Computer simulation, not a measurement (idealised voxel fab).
A process module follows: voxel capacitor over wiring.
In the cross-section labelled cut, the width is 275 nm and each square cell is 5 nm.
Notation: cross-section as square-cell grid; stated in bands, top first, going down; one or more cell rows per band.
Look at the band entry: it leads with the top's height and the bottom's height in nm. Then it lists the materials left to right, with a width in nm for each. The word "all across" on a single material says that material fills the band edge to edge. The word "empty" is empty space.
Height is counted from the level 0, under which the received wafer is composed throughout of one material. The lowest of the bands is not closed at the bottom but continues downward, in the notation "0..down".
Note: "30 to 40" means the width goes from the first number (top row of the band) to the second number (bottom row) in equal steps per row of cells.
Step note "same as before" = no cross-section cell changed.
In the "Enclosed void inventory" entry, you get each enclosed empty space of 8 cells or more, one with no open way to the top, written width x height at distance, distance from the left edge, in nm.
Formally, on a step line, whatever follows the settings is a remark that the simulator itself makes on the step.
On any step carrying a mask, the "overlay nm" setting, if present on the step's line, tells how far right of its planned place the mask lay; negative values point to the left.

### plan
- 1: RECEIVE [material Si]
- 2: CONFORMAL_DEP [material SiO2] [thk nm 15]
- 3: DIRECTIONAL_DEP [material TiN] [thk nm 5]
- 4: DIRECTIONAL_DEP [material W] [thk nm 15]
- 5: MASKED_ETCH [tone cover] [mask id METAL_1] [width nm 30] [pitch nm 100] [etch materials W] [depth nm 15] [overlay nm 0]
- 6: MASKED_ETCH [tone cover] [mask id METAL_1] [width nm 30] [pitch nm 100] [etch materials TiN] [depth nm 5] [overlay nm 0]
- 7: FILL_DEP [material SiO2] [thk nm 10]
- 8: CMP [height nm 35]
- 9: CONFORMAL_DEP [material SiCN] [thk nm 5]
- 10: DIRECTIONAL_DEP [material lowk] [thk nm 10]
- 11: PATTERN [tone open] [mask id PLUG_1] [material resist] [width nm 15] [thk nm 15] [overlay nm 0]
- 12: DIRECTIONAL_ETCH [etch materials lowk] [depth nm 10]
- 13: DIRECTIONAL_ETCH [etch materials SiCN] [depth nm 5]
- 14: STRIP [etch materials resist]
- 15: EPI [material Ru] [thk nm 10]
- 16: EPI [material Ru] [thk nm 5]
- 17: DIRECTIONAL_DEP [material TiN] [thk nm 10]
- 18: DIRECTIONAL_DEP [material SiN] [thk nm 5]
- 19: DIRECTIONAL_DEP [material TiN] [thk nm 5]
- 20: DIRECTIONAL_DEP [material aC] [thk nm 10]
- 21: PATTERN [tone cover] [mask id UPPER_PLATE] [material resist] [width nm 75] [thk nm 25] [overlay nm 0]
- 22: DIRECTIONAL_ETCH [etch materials aC] [depth nm 10]
- 23: STRIP [etch materials resist]
- 24: DIRECTIONAL_ETCH [etch materials TiN] [depth nm 5]
- 25: DIRECTIONAL_ETCH [etch materials SiN] [depth nm 5]
- 26: STRIP [etch materials aC]
- 27: MASKED_ETCH [tone cover] [mask id LOWER_PLATE] [width nm 85] [etch materials TiN] [depth nm 10] [overlay nm 0]
- 28: FILL_DEP [material SiO2] [thk nm 20]
- 29: CMP [height nm 85]
- 30: MASKED_ETCH [tone open] [mask id PLUG_2] [width nm 15] [etch materials SiO2] [depth nm 15] [overlay nm 0]
- 31: CONFORMAL_DEP [material TiN] [thk nm 5]
- 32: FILL_DEP [material Ru] [thk nm 5]
- 33: CMP [height nm 85]
- 34: CONFORMAL_DEP [material SiN] [thk nm 5]

### First of two wafers - as planned

### As received (post step 1): cross-section
    0..down = Si all across
    Enclosed void inventory: none

### Presented here is a cross-section of the wafer after step 2 has been performed
    15..0 = SiO2 all across
    Everything below 0 is unchanged.

### Presented here is a cross-section of the wafer after step 3 has been performed
    20..15 = TiN all across
    Everything below 15 is unchanged.

### Presented here is a cross-section of the wafer after step 4 has been performed
    35..20 = W all across
    Everything below 20 is unchanged.

### Presented here is a cross-section of the wafer after step 5 has been performed
    35..20 = empty 70, W 30, empty 70, W 30, empty 75
    Everything below 20 is unchanged.

### Presented here is a cross-section of the wafer after step 6 has been performed
    35..20 = empty 70, W 30, empty 70, W 30, empty 75
    20..15 = empty 70, TiN 30, empty 70, TiN 30, empty 75
    Everything below 15 is unchanged.

### Presented here is a cross-section of the wafer after step 7 has been performed
    45..35 = SiO2 all across
    35..20 = SiO2 70, W 30, SiO2 70, W 30, SiO2 75
    20..15 = SiO2 70, TiN 30, SiO2 70, TiN 30, SiO2 75
    Everything below 15 is unchanged.

### Presented here is a cross-section of the wafer after step 8 has been performed
    35..20 = SiO2 70, W 30, SiO2 70, W 30, SiO2 75
    Everything below 20 is unchanged.

### Presented here is a cross-section of the wafer after step 9 has been performed
    40..35 = SiCN all across
    Everything below 35 is unchanged.

### Presented here is a cross-section of the wafer after step 10 has been performed
    50..40 = lowk all across
    Everything below 40 is unchanged.

### Presented here is a cross-section of the wafer after step 11 has been performed
    65..50 = resist 85, empty 15, resist 175
    Everything below 50 is unchanged.

### Presented here is a cross-section of the wafer after step 12 has been performed
    65..50 = resist 85, empty 15, resist 175
    50..40 = lowk 85, empty 15, lowk 175
    Everything below 40 is unchanged.

### Presented here is a cross-section of the wafer after step 13 has been performed
    65..50 = resist 85, empty 15, resist 175
    50..40 = lowk 85, empty 15, lowk 175
    40..35 = SiCN 85, empty 15, SiCN 175
    Everything below 35 is unchanged.

### Presented here is a cross-section of the wafer after step 14 has been performed
    50..40 = lowk 85, empty 15, lowk 175
    Everything below 40 is unchanged.

### Presented here is a cross-section of the wafer after step 15 has been performed
    50..45 = lowk 85, empty 15, lowk 175
    45..40 = lowk 85, Ru 15, lowk 175
    40..35 = SiCN 85, Ru 15, SiCN 175
    Everything below 35 is unchanged.

### Presented here is a cross-section of the wafer after step 16 has been performed
    50..40 = lowk 85, Ru 15, lowk 175
    Everything below 40 is unchanged.

### Presented here is a cross-section of the wafer after step 17 has been performed
    60..50 = TiN all across
    Everything below 50 is unchanged.

### Presented here is a cross-section of the wafer after step 18 has been performed
    65..60 = SiN all across
    Everything below 60 is unchanged.

### Presented here is a cross-section of the wafer after step 19 has been performed
    70..65 = TiN all across
    Everything below 65 is unchanged.

### Presented here is a cross-section of the wafer after step 20 has been performed
    80..70 = aC all across
    Everything below 70 is unchanged.

### Presented here is a cross-section of the wafer after step 21 has been performed
    105..80 = empty 85, resist 75, empty 115
    Everything below 80 is unchanged.

### Presented here is a cross-section of the wafer after step 22 has been performed
    95..80 = empty 85, resist 75, empty 115
    80..70 = empty 85, aC 75, empty 115
    Everything below 70 is unchanged.

### Presented here is a cross-section of the wafer after step 23 has been performed
    80..70 = empty 85, aC 75, empty 115
    Everything below 70 is unchanged.

### Presented here is a cross-section of the wafer after step 24 has been performed
    80..70 = empty 85, aC 75, empty 115
    70..65 = empty 85, TiN 75, empty 115
    Everything below 65 is unchanged.

### Presented here is a cross-section of the wafer after step 25 has been performed
    80..70 = empty 85, aC 75, empty 115
    70..65 = empty 85, TiN 75, empty 115
    65..60 = empty 85, SiN 75, empty 115
    Everything below 60 is unchanged.

### Presented here is a cross-section of the wafer after step 26 has been performed
    70..65 = empty 85, TiN 75, empty 115
    Everything below 65 is unchanged.

### Presented here is a cross-section of the wafer after step 27 has been performed
    70..65 = empty 85, TiN 75, empty 115
    65..60 = empty 85, SiN 75, empty 115
    60..50 = empty 80, TiN 85, empty 110
    Everything below 50 is unchanged.

### Presented here is a cross-section of the wafer after step 28 has been performed
    90..70 = SiO2 all across
    70..65 = SiO2 85, TiN 75, SiO2 115
    65..60 = SiO2 85, SiN 75, SiO2 115
    60..50 = SiO2 80, TiN 85, SiO2 110
    Everything below 50 is unchanged.

### Presented here is a cross-section of the wafer after step 29 has been performed
    85..70 = SiO2 all across
    Everything below 70 is unchanged.

### Presented here is a cross-section of the wafer after step 30 has been performed
    85..70 = SiO2 95, empty 15, SiO2 165
    Everything below 70 is unchanged.

### Presented here is a cross-section of the wafer after step 31 has been performed
    90..85 = TiN 100, empty 5, TiN 170
    85..75 = SiO2 95, TiN 5, empty 5, TiN 5, SiO2 165
    75..65 = SiO2 95 to 85, TiN 15 to 75, SiO2 165 to 115
    Everything below 65 is unchanged.

### Presented here is a cross-section of the wafer after step 32 has been performed
    95..90 = Ru all across
    90..85 = TiN 100, Ru 5, TiN 170
    85..75 = SiO2 95, TiN 5, Ru 5, TiN 5, SiO2 165
    Everything below 75 is unchanged.

### Presented here is a cross-section of the wafer after step 33 has been performed
    85..75 = SiO2 95, TiN 5, Ru 5, TiN 5, SiO2 165
    Everything below 75 is unchanged.

### Presented here is a cross-section of the wafer after step 34 has been performed
    90..85 = SiN all across
    Everything below 85 is unchanged.

### Second Wafer (Identical Start and Plan, One Processing Error; Matches First Wafer Through Step 26)

### Second wafer, cross-section, planned end of step 27
    70..65 = empty 85, TiN 70, empty 120
    65..60 = empty 85, SiN 75, empty 115
    60..50 = empty 70, TiN 90, empty 115
    Everything below 50 is unchanged.

### Second wafer, cross-section, planned end of step 28
    90..70 = SiO2 all across
    70..65 = SiO2 85, TiN 70, SiO2 120
    65..60 = SiO2 85, SiN 75, SiO2 115
    60..50 = SiO2 70, TiN 90, SiO2 115
    Everything below 50 is unchanged.

### Second wafer, cross-section, planned end of step 29
    85..70 = SiO2 all across
    Everything below 70 is unchanged.

### Second wafer, cross-section, planned end of step 30
    85..70 = SiO2 95, empty 15, SiO2 165
    Everything below 70 is unchanged.

### Second wafer, cross-section, planned end of step 31
    90..85 = TiN 100, empty 5, TiN 170
    85..75 = SiO2 95, TiN 5, empty 5, TiN 5, SiO2 165
    75..65 = SiO2 95 to 85, TiN 15 to 70, SiO2 165 to 120
    Everything below 65 is unchanged.

### Second wafer, cross-section, planned end of step 32
    95..90 = Ru all across
    90..85 = TiN 100, Ru 5, TiN 170
    85..75 = SiO2 95, TiN 5, Ru 5, TiN 5, SiO2 165
    Everything below 75 is unchanged.

### Second wafer, cross-section, planned end of step 33
    85..75 = SiO2 95, TiN 5, Ru 5, TiN 5, SiO2 165
    Everything below 75 is unchanged.

### Second wafer, cross-section, planned end of step 34
    90..85 = SiN all across
    Everything below 85 is unchanged.
Misprocessing identified: step 27 did not happen as planned, as run it was MASKED_ETCH [tone cover] [mask id LOWER_PLATE] [width nm 85] [etch materials TiN] [depth nm 10] [overlay nm -10]
Per the end-of-run cell counts, the second wafer holds more or fewer of some materials than the first: -1 SiO2; +1 TiN
